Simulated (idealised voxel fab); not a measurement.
Process module in this document: voxel capacitor over wiring
Cross-section cut: width 255 nm, square cells of 5 nm.
Cross-section, as written here: a square-cell grid given band by band from the top down, where a band holds one or more rows of cells. Band: top height; bottom height; in nm. Then, left to right: material with width in nm, for each material. "everywhere": a single material spanning edge to edge. "empty": empty space. The level at which height equals 0 is the one under which the wafer, as it arrives, is entirely one material. No lower edge exists for the bottom band, which continues downward and is notated as in "0..down". Per-row width for "30->40": begins at first number (top row of band), ends at second number (bottom row), increment between rows held constant. "left unchanged", as given for a step, is the statement that not any cell of the cross-section underwent a change during that step. In "Enclosed void catalog" the enclosed voids are listed, meaning empty spaces of 8 cells or larger without any opening to the top. The form is width x height at distance, distance from the left edge, units nm. Heads up: the bit after the settings on a step's line is the simulator's remark on that step. overlay nm: for a step with a mask, the amount by which the mask lay right of where it was planned; a negative amount means left of it.

### These are the steps we planned for the process
1 op RECEIVE | material Si
2 op CONFORMAL_DEP | material SiO2 | thk nm 15
3 op CONFORMAL_DEP | material SiN | thk nm 5
4 op DIRECTIONAL_DEP | material lowk | thk nm 25
5 op DIRECTIONAL_DEP | material aC | thk nm 10
6 op PATTERN | tone open | mask id METAL_1 | material resist | width nm 25 | pitch nm 95 | thk nm 25 | overlay nm 0
7 op DIRECTIONAL_ETCH | etch materials aC | depth nm 10
8 op STRIP | etch materials resist
9 op DIRECTIONAL_ETCH | etch materials lowk | depth nm 25
10 op DIRECTIONAL_ETCH | etch materials SiN | depth nm 5
11 op STRIP | etch materials aC
12 op CONFORMAL_DEP | material TiN | thk nm 5
13 op FILL_DEP | material Cu | thk nm 10
14 op CMP | height nm 45
15 op CONFORMAL_DEP | material SiCN | thk nm 5
16 op DIRECTIONAL_DEP | material SiO2 | thk nm 10
17 op PATTERN | tone open | mask id PLUG_1 | material resist | width nm 15 | thk nm 15 | overlay nm 0
18 op DIRECTIONAL_ETCH | etch materials SiO2 | depth nm 10
19 op DIRECTIONAL_ETCH | etch materials SiCN | depth nm 5
20 op STRIP | etch materials resist
21 op CONFORMAL_DEP | material TiN | thk nm 5
22 op FILL_DEP | material W | thk nm 10
23 op CMP | height nm 60
24 op DIRECTIONAL_DEP | material TiN | thk nm 10
25 op DIRECTIONAL_DEP | material SiN | thk nm 5
26 op DIRECTIONAL_DEP | material TiN | thk nm 10
27 op DIRECTIONAL_DEP | material aC | thk nm 5
28 op PATTERN | tone cover | mask id UPPER_PLATE | material resist | width nm 75 | thk nm 25 | overlay nm 0
29 op DIRECTIONAL_ETCH | etch materials aC | depth nm 10
30 op STRIP | etch materials resist
31 op DIRECTIONAL_ETCH | etch materials TiN | depth nm 10
32 op DIRECTIONAL_ETCH | etch materials SiN | depth nm 5
33 op STRIP | etch materials aC
34 op DIRECTIONAL_DEP | material aC | thk nm 15
35 op PATTERN | tone cover | mask id LOWER_PLATE | material resist | width nm 85 | thk nm 30 | overlay nm 0
36 op DIRECTIONAL_ETCH | etch materials aC | depth nm 15
37 op STRIP | etch materials resist
38 op DIRECTIONAL_ETCH | etch materials TiN | depth nm 10
39 op STRIP | etch materials aC
40 op FILL_DEP | material SiO2 | thk nm 15
41 op CMP | height nm 95
42 op DIRECTIONAL_DEP | material aC | thk nm 10
43 op PATTERN | tone open | mask id PLUG_2 | material resist | width nm 15 | thk nm 25 | overlay nm 0
44 op DIRECTIONAL_ETCH | etch materials aC | depth nm 10
45 op STRIP | etch materials resist
46 op DIRECTIONAL_ETCH | etch materials SiO2 | depth nm 10
47 op STRIP | etch materials aC
48 op CONFORMAL_DEP | material TiN | thk nm 5
49 op FILL_DEP | material Cu | thk nm 5
50 op CMP | height nm 95
51 op CONFORMAL_DEP | material SiN | thk nm 5
Variable across wafers: step 27 thk nm (plan value is that of the first wafer; starting state common to all).

### After step 1, as received: first of several wafers, cross-section
	0..down | Si everywhere
	Enclosed void catalog: none

### Below: a row per wafer. Contents at end of module: for every material, cells gained since receipt (+) or lost since receipt (-); then closed voids
thk nm 5 | +31 Cu | +48 SiCN | +107 SiN | +521 SiO2 | +106 TiN | +2 W | +205 lowk | Enclosed void catalog: none
thk nm 10 | +31 Cu | +48 SiCN | +107 SiN | +521 SiO2 | +106 TiN | +2 W | +205 lowk | Enclosed void catalog: none
thk nm 15 | +31 Cu | +48 SiCN | +143 SiN | +413 SiO2 | +178 TiN | +2 W | +205 lowk | Enclosed void catalog: none
thk nm 20 | +31 Cu | +48 SiCN | +143 SiN | +413 SiO2 | +178 TiN | +2 W | +205 lowk | Enclosed void catalog: none
thk nm 25 | +31 Cu | +48 SiCN | +143 SiN | +413 SiO2 | +178 TiN | +2 W | +205 lowk | Enclosed void catalog: none
